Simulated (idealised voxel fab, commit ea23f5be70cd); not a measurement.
Process module name: voxel gate over fins
Cross-sectional view cut (width: 235 nm; square cell size: 5 nm).
A cross-section in this document is a grid of square cells, and it is written down as bands, the top band listed before the ones below it; a band is made up of one or more rows of cells.
Basically the band line says how high the top is and how high the bottom is, in nm, and then what's in it from left to right, every material with its width in nm. Empty space shows up as "air", and if a single material carries "edge to edge" it runs the full band edge to edge.
It should be noted that heights are counted from 0, beneath which the wafer as supplied is of one material throughout, and that the lowest band possesses no lower boundary but continues downward, as written in "z 0 and below".
It should be noted that a width expressed as "30..40" varies in equal increments from row to row of cells within the band, taking the value of the first number at the top row and that of the second number at the bottom row.
Reading "nothing changed" for a step: not a cell of the cross-section changed in it.
"closed voids" specifies each empty space that is not open to the top and that occupies no fewer than 8 cells, using the form width x height at distance, the distance measured from the left edge and all three quantities in nm.
The remark found on a step's line after its settings is issued by the simulator itself and pertains to that step.
overlay nm: where the mask lay relative to plan, measured to the right, on steps with a mask; negatives go left.

These are the steps we planned for the process
1,RECEIVE | material Si
2,CONFORMAL_DEP | material SiN | thk nm 5
3,PATTERN | tone cover | mask id FINS | material resist | width nm 15 | pitch nm 35 | thk nm 15 | overlay nm -15
4,DIRECTIONAL_ETCH | etch materials SiN | depth nm 5
5,DIRECTIONAL_ETCH | etch materials Si | depth nm 35
6,STRIP | etch materials resist
7,FILL_DEP | material SiO2 | thk nm 5
8,CMP | height nm 5
9,SELECTIVE_ETCH | etch materials SiO2 | depth nm 15
10,STRIP | etch materials SiN
11,CONFORMAL_DEP | material HfO2 | thk nm 5
12,CONFORMAL_DEP | material TiN | thk nm 5
13,FILL_DEP | material W | thk nm 10
14,CMP | height nm 15
15,CONFORMAL_DEP | material SiN | thk nm 5
Every wafer here starts from the same state; it is the step 3 overlay nm that distinguishes them, and the value the plan gives belongs to the first wafer.

Step 1 complete: as-received cross-section of the first of several wafers
z 0 and below = Si edge to edge
closed voids: none

Here's the first of several wafers in cross-section, end of the module, after the last step, step 15
z 20 to 15 = SiN edge to edge
z 15 to 10 = W edge to edge
z 10 to 5 = 50 W, then 105 TiN, then 80 W
z 5 to 0 = 50 W, then 5 TiN, then 25 HfO2, then 10 TiN, then 25 HfO2, then 10 TiN, then 25 HfO2, then 5 TiN, then 80 W
z 0 to -5 = 55 TiN, then 5 HfO2, then 15 Si, then 5 HfO2, then 10 TiN, then 5 HfO2, then 15 Si, then 5 HfO2, then 10 TiN, then 5 HfO2, then 15 Si, then 5 HfO2, then 85 TiN
z -5 to -10 = 60 HfO2, then 15 Si, then 20 HfO2, then 15 Si, then 20 HfO2, then 15 Si, then 90 HfO2
z -10 to -35 = 60 SiO2, then 15 Si, then 20 SiO2, then 15 Si, then 20 SiO2, then 15 Si, then 90 SiO2
z -35 and below = Si edge to edge
closed voids: none

Final wafer of several, shown in cross-section at the end of the module
z 20 to 15 = SiN edge to edge
z 15 to 10 = W edge to edge
z 10 to 5 = 80 W, then 105 TiN, then 50 W
z 5 to 0 = 80 W, then 5 TiN, then 25 HfO2, then 10 TiN, then 25 HfO2, then 10 TiN, then 25 HfO2, then 5 TiN, then 50 W
z 0 to -5 = 85 TiN, then 5 HfO2, then 15 Si, then 5 HfO2, then 10 TiN, then 5 HfO2, then 15 Si, then 5 HfO2, then 10 TiN, then 5 HfO2, then 15 Si, then 5 HfO2, then 55 TiN
z -5 to -10 = 90 HfO2, then 15 Si, then 20 HfO2, then 15 Si, then 20 HfO2, then 15 Si, then 60 HfO2
z -10 to -35 = 90 SiO2, then 15 Si, then 20 SiO2, then 15 Si, then 20 SiO2, then 15 Si, then 60 SiO2
z -35 and below = Si edge to edge
closed voids: none

Every row in this table is a wafer at the end of the module, and it gives, for each of the materials, the cells that wafer has gained (+) or lost (-) since it was received, then its closed voids
overlay nm -15, +59 HfO2, -266 Si, +47 SiN, +190 SiO2, +59 TiN, +99 W, closed voids: none
overlay nm -10, +59 HfO2, -266 Si, +47 SiN, +190 SiO2, +59 TiN, +99 W, closed voids: none
overlay nm -5, +59 HfO2, -266 Si, +47 SiN, +190 SiO2, +59 TiN, +99 W, closed voids: none
overlay nm 0, +59 HfO2, -266 Si, +47 SiN, +190 SiO2, +59 TiN, +99 W, closed voids: none
overlay nm 5, +59 HfO2, -266 Si, +47 SiN, +190 SiO2, +59 TiN, +99 W, closed voids: none
overlay nm 10, +59 HfO2, -266 Si, +47 SiN, +190 SiO2, +59 TiN, +99 W, closed voids: none
overlay nm 15, +59 HfO2, -266 Si, +47 SiN, +190 SiO2, +59 TiN, +99 W, closed voids: none
